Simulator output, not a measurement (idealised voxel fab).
You're looking at the process module voxel capacitor over wiring.
Square cells of 5 nm make up the cross-section cut, whose width is 255 nm.
Just so we're on the same page, the cross-sections are grids of square cells, and they're listed out in bands top to bottom, each band one or more rows deep.
In this notation a band is specified by the heights of its top and bottom, in that order and in nm, after which its materials appear from left to right, each paired with its width in nm. The word "edge to edge" attached to a single material means that material fills the band from edge to edge; the word "air" stands for empty space.
Height is counted from the level 0, under which the received wafer is composed throughout of one material. The lowest of the bands is not closed at the bottom but continues downward, in the notation "z 0 and below".
A two-number width, for instance "30..40", indicates that the width is equal to the first number in the top row of the band and to the second number in the bottom row, and that it changes by a constant amount per row of cells.
"no alteration", as given for a step, is the statement that not any cell of the cross-section underwent a change during that step.
What "Enclosed voids" gives you is every empty space of 8 cells or more that is cut off from the top. Each appears as width x height at distance, with the distance taken from the left edge and width, height and distance all in nm.
Heads up: the bit after the settings on a step's line is the simulator's remark on that step.
overlay nm: for a step with a mask, the amount by which the mask lay right of where it was planned; a negative amount means left of it.
Steps in the process plan
1) RECEIVE, material Si
2) CONFORMAL_DEP, material SiO2, thk nm 15
3) DIRECTIONAL_DEP, material TiN, thk nm 5
4) DIRECTIONAL_DEP, material Ru, thk nm 25
5) MASKED_ETCH, tone cover, mask id METAL_1, width nm 20, pitch nm 85, etch materials Ru, depth nm 25, overlay nm 0
6) MASKED_ETCH, tone cover, mask id METAL_1, width nm 20, pitch nm 85, etch materials TiN, depth nm 5, overlay nm 0
7) FILL_DEP, material SiO2, thk nm 10
8) CMP, height nm 45
9) CONFORMAL_DEP, material SiCN, thk nm 5
10) DIRECTIONAL_DEP, material SiO2, thk nm 20
11) DIRECTIONAL_DEP, material aC, thk nm 10
12) PATTERN, tone open, mask id PLUG_1, material resist, width nm 15, thk nm 30, overlay nm 0
13) DIRECTIONAL_ETCH, etch materials aC, depth nm 10
14) STRIP, etch materials resist
15) DIRECTIONAL_ETCH, etch materials SiO2, depth nm 20
16) DIRECTIONAL_ETCH, etch materials SiCN, depth nm 5
17) STRIP, etch materials aC
18) EPI, material Ru, thk nm 10
19) EPI, material Ru, thk nm 10
20) EPI, material Ru, thk nm 5
21) DIRECTIONAL_DEP, material TiN, thk nm 5
22) DIRECTIONAL_DEP, material HfO2, thk nm 5
23) DIRECTIONAL_DEP, material TiN, thk nm 5
24) MASKED_ETCH, tone cover, mask id UPPER_PLATE, width nm 70, etch materials TiN, depth nm 5, overlay nm 0
25) MASKED_ETCH, tone cover, mask id UPPER_PLATE, width nm 70, etch materials HfO2, depth nm 5, overlay nm 0
26) MASKED_ETCH, tone cover, mask id LOWER_PLATE, width nm 80, etch materials TiN, depth nm 5, overlay nm 0
27) FILL_DEP, material SiO2, thk nm 15
28) CMP, height nm 95
29) PATTERN, tone open, mask id PLUG_2, material resist, width nm 15, thk nm 15, overlay nm 0
30) DIRECTIONAL_ETCH, etch materials SiO2, depth nm 10
31) STRIP, etch materials resist
32) CONFORMAL_DEP, material TiN, thk nm 5
33) FILL_DEP, material Ru, thk nm 10
34) CMP, height nm 95
35) CONFORMAL_DEP, material SiCN, thk nm 5
Wafer, first of two, run as planned
As received (post step 1): cross-section
z 0 and below: Si edge to edge
Enclosed voids: none
Once step 2 is through, the wafer looks like this in cross-section
z 15 to 0: SiO2 edge to edge
Beneath the level 0, the cross-section is identical to its previous state.
Once step 3 is through, the wafer looks like this in cross-section
z 20 to 15: TiN edge to edge
Beneath the level 15, the cross-section is identical to its previous state.
Once step 4 is through, the wafer looks like this in cross-section
z 45 to 20: Ru edge to edge
Beneath the level 20, the cross-section is identical to its previous state.
Once step 5 is through, the wafer looks like this in cross-section
z 45 to 20: air 75; Ru 20; air 65; Ru 20; air 75
Beneath the level 20, the cross-section is identical to its previous state.
Once step 6 is through, the wafer looks like this in cross-section
z 45 to 20: air 75; Ru 20; air 65; Ru 20; air 75
z 20 to 15: air 75; TiN 20; air 65; TiN 20; air 75
Beneath the level 15, the cross-section is identical to its previous state.
Once step 7 is through, the wafer looks like this in cross-section
z 55 to 45: SiO2 edge to edge
z 45 to 20: SiO2 75; Ru 20; SiO2 65; Ru 20; SiO2 75
z 20 to 15: SiO2 75; TiN 20; SiO2 65; TiN 20; SiO2 75
Beneath the level 15, the cross-section is identical to its previous state.
Once step 8 is through, the wafer looks like this in cross-section
z 45 to 20: SiO2 75; Ru 20; SiO2 65; Ru 20; SiO2 75
Beneath the level 20, the cross-section is identical to its previous state.
Once step 9 is through, the wafer looks like this in cross-section
z 50 to 45: SiCN edge to edge
Beneath the level 45, the cross-section is identical to its previous state.
Once step 10 is through, the wafer looks like this in cross-section
z 70 to 50: SiO2 edge to edge
Beneath the level 50, the cross-section is identical to its previous state.
Once step 11 is through, the wafer looks like this in cross-section
z 80 to 70: aC edge to edge
Beneath the level 70, the cross-section is identical to its previous state.
Once step 12 is through, the wafer looks like this in cross-section
z 110 to 80: resist 80; air 15; resist 160
Beneath the level 80, the cross-section is identical to its previous state.
Once step 13 is through, the wafer looks like this in cross-section
z 100 to 80: resist 80; air 15; resist 160
z 80 to 70: aC 80; air 15; aC 160
Beneath the level 70, the cross-section is identical to its previous state.
Once step 14 is through, the wafer looks like this in cross-section
z 80 to 70: aC 80; air 15; aC 160
Beneath the level 70, the cross-section is identical to its previous state.
Once step 15 is through, the wafer looks like this in cross-section
z 80 to 70: aC 80; air 15; aC 160
z 70 to 50: SiO2 80; air 15; SiO2 160
Beneath the level 50, the cross-section is identical to its previous state.
Once step 16 is through, the wafer looks like this in cross-section
z 80 to 70: aC 80; air 15; aC 160
z 70 to 50: SiO2 80; air 15; SiO2 160
z 50 to 45: SiCN 80; air 15; SiCN 160
Beneath the level 45, the cross-section is identical to its previous state.
Once step 17 is through, the wafer looks like this in cross-section
z 70 to 50: SiO2 80; air 15; SiO2 160
Beneath the level 50, the cross-section is identical to its previous state.
Once step 18 is through, the wafer looks like this in cross-section
z 70 to 55: SiO2 80; air 15; SiO2 160
z 55 to 50: SiO2 80; Ru 15; SiO2 160
z 50 to 45: SiCN 80; Ru 15; SiCN 160
Beneath the level 45, the cross-section is identical to its previous state.
Once step 19 is through, the wafer looks like this in cross-section
z 70 to 65: SiO2 80; air 15; SiO2 160
z 65 to 50: SiO2 80; Ru 15; SiO2 160
Beneath the level 50, the cross-section is identical to its previous state.
Once step 20 is through, the wafer looks like this in cross-section
z 70 to 50: SiO2 80; Ru 15; SiO2 160
Beneath the level 50, the cross-section is identical to its previous state.
Once step 21 is through, the wafer looks like this in cross-section
z 75 to 70: TiN edge to edge
Beneath the level 70, the cross-section is identical to its previous state.
Once step 22 is through, the wafer looks like this in cross-section
z 80 to 75: HfO2 edge to edge
Beneath the level 75, the cross-section is identical to its previous state.
Once step 23 is through, the wafer looks like this in cross-section
z 85 to 80: TiN edge to edge
Beneath the level 80, the cross-section is identical to its previous state.
Once step 24 is through, the wafer looks like this in cross-section
z 85 to 80: air 80; TiN 70; air 105
Beneath the level 80, the cross-section is identical to its previous state.
Once step 25 is through, the wafer looks like this in cross-section
z 85 to 80: air 80; TiN 70; air 105
z 80 to 75: air 80; HfO2 70; air 105
Beneath the level 75, the cross-section is identical to its previous state.
Once step 26 is through, the wafer looks like this in cross-section
z 85 to 80: air 80; TiN 70; air 105
z 80 to 75: air 80; HfO2 70; air 105
z 75 to 70: air 75; TiN 80; air 100
Beneath the level 70, the cross-section is identical to its previous state.
Once step 27 is through, the wafer looks like this in cross-section
z 100 to 85: SiO2 edge to edge
z 85 to 80: SiO2 80; TiN 70; SiO2 105
z 80 to 75: SiO2 80; HfO2 70; SiO2 105
z 75 to 70: SiO2 75; TiN 80; SiO2 100
Beneath the level 70, the cross-section is identical to its previous state.
Once step 28 is through, the wafer looks like this in cross-section
z 95 to 85: SiO2 edge to edge
Beneath the level 85, the cross-section is identical to its previous state.
Once step 29 is through, the wafer looks like this in cross-section
z 110 to 95: resist 90; air 15; resist 150
Beneath the level 95, the cross-section is identical to its previous state.
Once step 30 is through, the wafer looks like this in cross-section
z 110 to 95: resist 90; air 15; resist 150
z 95 to 85: SiO2 90; air 15; SiO2 150
Beneath the level 85, the cross-section is identical to its previous state.
Once step 31 is through, the wafer looks like this in cross-section
z 95 to 85: SiO2 90; air 15; SiO2 150
Beneath the level 85, the cross-section is identical to its previous state.
Once step 32 is through, the wafer looks like this in cross-section
z 100 to 95: TiN 95; air 5; TiN 155
z 95 to 90: SiO2 90; TiN 5; air 5; TiN 5; SiO2 150
z 90 to 80: SiO2 90..80; TiN 15..70; SiO2 150..105
Beneath the level 80, the cross-section is identical to its previous state.
Once step 33 is through, the wafer looks like this in cross-section
z 110 to 100: Ru edge to edge
z 100 to 95: TiN 95; Ru 5; TiN 155
z 95 to 90: SiO2 90; TiN 5; Ru 5; TiN 5; SiO2 150
Beneath the level 90, the cross-section is identical to its previous state.
Once step 34 is through, the wafer looks like this in cross-section
z 95 to 90: SiO2 90; TiN 5; Ru 5; TiN 5; SiO2 150
Beneath the level 90, the cross-section is identical to its previous state.
Once step 35 is through, the wafer looks like this in cross-section
z 100 to 95: SiCN edge to edge
Beneath the level 95, the cross-section is identical to its previous state.
Second wafer - shared start and plan with the first - one error in running - same as the first up to step 25 inclusive
Second wafer shown in cross-section at the time step 26 was slated to end
z 80 to 75: air 80; HfO2 70; air 105
z 75 to 70: TiN 75; air 5; TiN 70; air 5; TiN 100
Beneath the level 70, the cross-section is identical to its previous state.
Second wafer shown in cross-section at the time step 27 was slated to end
z 95 to 80: SiO2 edge to edge
z 80 to 75: SiO2 80; HfO2 70; SiO2 105
z 75 to 70: TiN 75; SiO2 5; TiN 70; SiO2 5; TiN 100
Beneath the level 70, the cross-section is identical to its previous state.
Second wafer shown in cross-section at the time step 28 was slated to end: no alteration
Second wafer shown in cross-section at the time step 29 was slated to end
z 110 to 95: resist 90; air 15; resist 150
Beneath the level 95, the cross-section is identical to its previous state.
Second wafer shown in cross-section at the time step 30 was slated to end
z 110 to 95: resist 90; air 15; resist 150
z 95 to 85: SiO2 90; air 15; SiO2 150
Beneath the level 85, the cross-section is identical to its previous state.
Second wafer shown in cross-section at the time step 31 was slated to end
z 95 to 85: SiO2 90; air 15; SiO2 150
Beneath the level 85, the cross-section is identical to its previous state.
Second wafer shown in cross-section at the time step 32 was slated to end
z 100 to 95: TiN 95; air 5; TiN 155
z 95 to 90: SiO2 90; TiN 5; air 5; TiN 5; SiO2 150
z 90 to 85: SiO2 90; TiN 15; SiO2 150
Beneath the level 85, the cross-section is identical to its previous state.
Second wafer shown in cross-section at the time step 33 was slated to end
z 110 to 100: Ru edge to edge
z 100 to 95: TiN 95; Ru 5; TiN 155
z 95 to 90: SiO2 90; TiN 5; Ru 5; TiN 5; SiO2 150
Beneath the level 90, the cross-section is identical to its previous state.
Second wafer shown in cross-section at the time step 34 was slated to end
z 95 to 90: SiO2 90; TiN 5; Ru 5; TiN 5; SiO2 150
Beneath the level 90, the cross-section is identical to its previous state.
Second wafer shown in cross-section at the time step 35 was slated to end
z 100 to 95: SiCN edge to edge
Beneath the level 95, the cross-section is identical to its previous state.
The plan and the run diverged here: contrary to plan, step 26 was performed as MASKED_ETCH, tone open, mask id LOWER_PLATE, width nm 80, etch materials TiN, depth nm 5, overlay nm 0
Looking at both finished wafers in cells, the second ends up ahead of or behind the first on some materials: SiO2 -19 | TiN +19
